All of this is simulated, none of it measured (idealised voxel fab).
process module | voxel transistor to metal
Cross-section cut: width 200 nm, square cells of 5 nm.
Cross-section format: a grid of square cells, given as bands from top to bottom; each band is one or more rows of cells.
Top height, bottom height, nm. Materials left to right, width each, nm. Single material + "edge to edge" = fills band edge to edge. "blank" = empty.
Heights are reckoned from 0. Under this level, the received wafer is all of one material. The bottommost band is open-ended downward, for example "0 nm and below".
The expression "30..40" gives the width at the extremes of the band, the first number at its top row of cells and the second at its bottom row, with the width changing by equal amounts from each row to the next in between.
"no change occurred" (step): cross-section cells unchanged, all of them.
"Sealed void inventory" enumerates empty spaces isolated from the top, with no open way to it, that contain at least 8 cells, giving each as width x height at distance from the left edge, all three in nm.
The remark found on a step's line after its settings is issued by the simulator itself and pertains to that step.
What "overlay nm" on a step's line means: if the step has a mask, that mask lay this far to the right of its planned place, or, when the value is negative, to the left.
**plan**
1. RECEIVE,material Si
2. CONFORMAL_DEP,material SiO2,thk nm 5
3. CONFORMAL_DEP,material SiN,thk nm 15
4. PATTERN,tone cover,mask id ACTIVE,material resist,width nm 100,thk nm 15,overlay nm 0
5. DIRECTIONAL_ETCH,etch materials SiN,depth nm 15
6. DIRECTIONAL_ETCH,etch materials SiO2,depth nm 5
7. DIRECTIONAL_ETCH,etch materials Si,depth nm 30
8. STRIP,etch materials resist
9. OXIDIZE,depth nm 5
10. FILL_DEP,material SiO2,thk nm 5
11. CMP,height nm 20
12. SELECTIVE_ETCH,etch materials SiO2,depth nm 15
13. STRIP,etch materials SiN
14. SELECTIVE_ETCH,etch materials SiO2,depth nm 5
15. OXIDIZE,depth nm 5
16. DIRECTIONAL_DEP,material polySi,thk nm 20
17. DIRECTIONAL_DEP,material SiCN,thk nm 15
18. PATTERN,tone cover,mask id GATE,material resist,width nm 20,thk nm 20,overlay nm 0
19. DIRECTIONAL_ETCH,etch materials SiCN,depth nm 25
20. DIRECTIONAL_ETCH,etch materials polySi,depth nm 30
21. STRIP,etch materials resist
22. CONFORMAL_DEP,material SiO2,thk nm 5
23. DIRECTIONAL_ETCH,etch materials SiO2,depth nm 5
24. CONFORMAL_DEP,material SiN,thk nm 5
25. DIRECTIONAL_ETCH,etch materials SiN,depth nm 5
26. DIRECTIONAL_ETCH,etch materials SiO2,depth nm 5
27. DIRECTIONAL_ETCH,etch materials Si,depth nm 10
28. EPI,material pSi,thk nm 15
29. FILL_DEP,material SiO2,thk nm 5
30. CMP,height nm 35
31. DIRECTIONAL_DEP,material SiO2,thk nm 10
32. DIRECTIONAL_DEP,material aC,thk nm 15
33. PATTERN,tone open,mask id CONTACT,material resist,width nm 30,pitch nm 60,thk nm 30,overlay nm 0
34. DIRECTIONAL_ETCH,etch materials aC,depth nm 15
35. STRIP,etch materials resist
36. DIRECTIONAL_ETCH,etch materials SiO2,depth nm 45
37. STRIP,etch materials aC
38. CONFORMAL_DEP,material TiN,thk nm 5
39. FILL_DEP,material Ru,thk nm 10
40. CMP,height nm 45
41. DIRECTIONAL_DEP,material TiN,thk nm 5
42. DIRECTIONAL_DEP,material W,thk nm 15
43. PATTERN,tone cover,mask id METAL_1,material resist,width nm 20,pitch nm 70,thk nm 15,overlay nm 0
44. DIRECTIONAL_ETCH,etch materials W,depth nm 15
45. DIRECTIONAL_ETCH,etch materials TiN,depth nm 5
46. STRIP,etch materials resist
47. FILL_DEP,material lowk,thk nm 5
48. CMP,height nm 65
49. CONFORMAL_DEP,material SiCN,thk nm 5
50. DIRECTIONAL_DEP,material lowk,thk nm 30
51. MASKED_ETCH,tone open,mask id METAL_2_HOLES,width nm 15,pitch nm 70,etch materials lowk,depth nm 30,overlay nm 0
52. MASKED_ETCH,tone open,mask id METAL_2,width nm 20,pitch nm 70,etch materials lowk,depth nm 20,overlay nm 0
53. MASKED_ETCH,tone open,mask id METAL_2,width nm 20,pitch nm 70,etch materials SiCN,depth nm 5,overlay nm 0
54. CONFORMAL_DEP,material TiN,thk nm 5
55. FILL_DEP,material Ru,thk nm 5
56. CMP,height nm 100
57. CONFORMAL_DEP,material SiN,thk nm 5
**This is the cross-section of the wafer as we received it, i.e. after step 1**
- 0 nm and below = Si edge to edge
- Sealed void inventory: none
**The following cross-section depicts the wafer upon conclusion of the module. Processing commenced from the starting condition illustrated above and adhered to the plan illustrated above, save for one mistake in execution**
- 105 nm to 100 nm = SiN edge to edge
- 100 nm to 85 nm = lowk 55 / TiN 5 / Ru 10 / TiN 5 / lowk 50 / TiN 5 / Ru 10 / TiN 5 / lowk 55
- 85 nm to 80 nm = lowk 55 / TiN 5 / Ru 5 / TiN 10 / lowk 50 / TiN 5 / Ru 5 / TiN 10 / lowk 55
- 80 nm to 70 nm = lowk 55 / TiN 5 / Ru 5 / TiN 5 / lowk 55 / TiN 5 / Ru 5 / TiN 5 / lowk 60
- 70 nm to 65 nm = SiCN 55 / TiN 15 / SiCN 55 / TiN 15 / SiCN 60
- 65 nm to 60 nm = lowk 55 / TiN 20 / lowk 50 / TiN 20 / lowk 55
- 60 nm to 45 nm = W edge to edge
- 45 nm to 35 nm = SiO2 55 / TiN 5 / Ru 20..15 / TiN 5..10 / SiO2 30 / TiN 5..10 / Ru 20..15 / TiN 5 / SiO2 55
- 35 nm to 20 nm = SiO2 55 / TiN 5 / Ru 15 / TiN 5 / SiN 5 / SiO2 5 / SiCN 20 / SiO2 5 / SiN 5 / TiN 5 / Ru 15 / TiN 5 / SiO2 55
- 20 nm to 15 nm = SiO2 55 / TiN 5 / Ru 15 / TiN 5 / SiN 5 / SiO2 5 / polySi 20 / SiO2 5 / SiN 5 / TiN 5 / Ru 15 / TiN 5 / SiO2 55
- 15 nm to 10 nm = SiO2 55 / TiN 25 / SiN 5 / SiO2 5 / polySi 20 / SiO2 5 / SiN 5 / TiN 25 / SiO2 55
- 10 nm to 0 nm = SiO2 55 / TiN 10 / pSi 15 / SiN 5 / SiO2 5 / polySi 20 / SiO2 5 / SiN 5 / pSi 15 / TiN 10 / SiO2 55
- 0 nm to -5 nm = SiO2 50 / pSi 30 / SiO2 40 / pSi 30 / SiO2 50
- -5 nm to -15 nm = SiO2 55 / pSi 25 / Si 40 / pSi 25 / SiO2 55
- -15 nm to -35 nm = SiO2 55 / Si 90 / SiO2 55
- -35 nm and below = Si edge to edge
- Sealed void inventory: none
Processing error: the processing plan was not followed for steps 41 and 42, which were run with their positions exchanged
